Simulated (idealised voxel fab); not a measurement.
Process module, titled voxel wiring stack
Square cells of 5 nm make up the cross-section cut, whose width is 190 nm.
How to read a cross-section here: the picture is a grid of square cells, written as bands going from the top down, and any band can span one or more rows of cells. Band: top height; bottom height; in nm. Then, left to right: material with width in nm, for each material. "everywhere": a single material spanning edge to edge. "empty": empty space. Height is counted from the level 0, under which the received wafer is composed throughout of one material. The lowest of the bands is not closed at the bottom but continues downward, in the notation "0 down". Width: "30->40" (first number = top row, second number = bottom row, same change from row to row of cells). The cross-section has no changed cell in any step marked "same as before". Basically, "Enclosed void entries" tells you about the enclosed voids: empty spaces with no open way to the top, 8 cells or bigger, each written width x height at distance, where distance is from the left edge, all in nm. Heads up: the bit after the settings on a step's line is the simulator's remark on that step. The line of a step may include "overlay nm". On a step with a mask, this value is how far to the right of its planned place the mask lay. A negative value means the mask lay to the left.
### The process steps that were planned are listed below
1: op RECEIVE | material Si
2: op CONFORMAL_DEP | material SiO2 | thk nm 10
3: op CONFORMAL_DEP | material SiCN | thk nm 5
4: op DIRECTIONAL_DEP | material SiO2 | thk nm 20
5: op DIRECTIONAL_DEP | material aC | thk nm 10
6: op PATTERN | tone open | mask id METAL_1 | material resist | width nm 20 | pitch nm 40 | thk nm 30 | overlay nm 0
7: op DIRECTIONAL_ETCH | etch materials aC | depth nm 10
8: op STRIP | etch materials resist
9: op DIRECTIONAL_ETCH | etch materials SiO2 | depth nm 20
10: op DIRECTIONAL_ETCH | etch materials SiCN | depth nm 5
11: op STRIP | etch materials aC
12: op CONFORMAL_DEP | material TiN | thk nm 5
13: op FILL_DEP | material Cu | thk nm 5
14: op CMP | height nm 35
15: op CONFORMAL_DEP | material SiCN | thk nm 5
16: op DIRECTIONAL_DEP | material SiO2 | thk nm 30
17: op DIRECTIONAL_DEP | material aC | thk nm 10
18: op PATTERN | tone open | mask id METAL_2 | material resist | width nm 20 | pitch nm 40 | thk nm 30 | overlay nm 0
19: op DIRECTIONAL_ETCH | etch materials aC | depth nm 10
20: op STRIP | etch materials resist
21: op DIRECTIONAL_ETCH | etch materials SiO2 | depth nm 15
22: op STRIP | etch materials aC
23: op PATTERN | tone open | mask id METAL_2_HOLES | material resist | width nm 15 | pitch nm 80 | thk nm 20 | overlay nm 0
24: op DIRECTIONAL_ETCH | etch materials SiO2 | depth nm 15
25: op DIRECTIONAL_ETCH | etch materials SiCN | depth nm 5
26: op STRIP | etch materials resist
27: op CONFORMAL_DEP | material TiN | thk nm 5
28: op FILL_DEP | material Ru | thk nm 10
29: op CMP | height nm 70
30: op CONFORMAL_DEP | material SiN | thk nm 5
### As received (post step 1): cross-section
  0 down | Si everywhere
  Enclosed void entries: none
### Looking at the first of two wafers in cross-section at end of module - ran to plan
  75 to 70 | SiN everywhere
  70 to 60 | SiO2 (25), then TiN (5), then Ru (10), then TiN (5), then SiO2 (20), then TiN (5), then Ru (10), then TiN (5), then SiO2 (20), then TiN (5), then Ru (10), then TiN (5), then SiO2 (20), then TiN (5), then Ru (10), then TiN (5), then SiO2 (25)
  60 to 55 | SiO2 (25), then TiN (5), then Ru (5), then TiN (10), then SiO2 (20), then TiN (20), then SiO2 (20), then TiN (5), then Ru (5), then TiN (10), then SiO2 (20), then TiN (20), then SiO2 (25)
  55 to 40 | SiO2 (25), then TiN (5), then Ru (5), then TiN (5), then SiO2 (65), then TiN (5), then Ru (5), then TiN (5), then SiO2 (70)
  40 to 35 | SiCN (25), then TiN (15), then SiCN (65), then TiN (15), then SiCN (70)
  35 to 15 | SiO2 (25), then TiN (5), then Cu (10), then TiN (5), then SiO2 (20), then TiN (5), then Cu (10), then TiN (5), then SiO2 (20), then TiN (5), then Cu (10), then TiN (5), then SiO2 (20), then TiN (5), then Cu (10), then TiN (5), then SiO2 (25)
  15 to 10 | SiCN (25), then TiN (20), then SiCN (20), then TiN (20), then SiCN (20), then TiN (20), then SiCN (20), then TiN (20), then SiCN (25)
  10 to 0 | SiO2 everywhere
  0 down | Si everywhere
  Enclosed void entries: none
### second wafer at the end: like start, like plan, one mistake
  75 to 70 | SiN everywhere
  70 to 60 | Ru (35), then TiN (5), then SiO2 (5), then TiN (5), then Ru (10), then TiN (5), then SiO2 (20), then TiN (5), then Ru (25), then TiN (5), then SiO2 (5), then TiN (5), then Ru (10), then TiN (5), then SiO2 (20), then TiN (5), then Ru (20)
  60 to 55 | TiN (40), then SiO2 (5), then TiN (20), then SiO2 (20), then TiN (35), then SiO2 (5), then TiN (20), then SiO2 (20), then TiN (25)
  55 to 40 | SiO2 everywhere
  40 to 35 | SiCN everywhere
  35 to 15 | SiO2 (25), then TiN (5), then Cu (10), then TiN (5), then SiO2 (20), then TiN (5), then Cu (10), then TiN (5), then SiO2 (20), then TiN (5), then Cu (10), then TiN (5), then SiO2 (20), then TiN (5), then Cu (10), then TiN (5), then SiO2 (25)
  15 to 10 | SiCN (25), then TiN (20), then SiCN (20), then TiN (20), then SiCN (20), then TiN (20), then SiCN (20), then TiN (20), then SiCN (25)
  10 to 0 | SiO2 everywhere
  0 down | Si everywhere
  Enclosed void entries: none
Nonconformance to the process plan: step 18 was run on a setting that differed from the plan, and what really ran there is op PATTERN | tone cover | mask id METAL_2 | material resist | width nm 20 | pitch nm 40 | thk nm 30 | overlay nm 0
Once processing is complete, comparing cell counts shows that the second wafer has more or fewer of certain materials than the first: Ru +16; SiCN +6; SiO2 -18; TiN -4
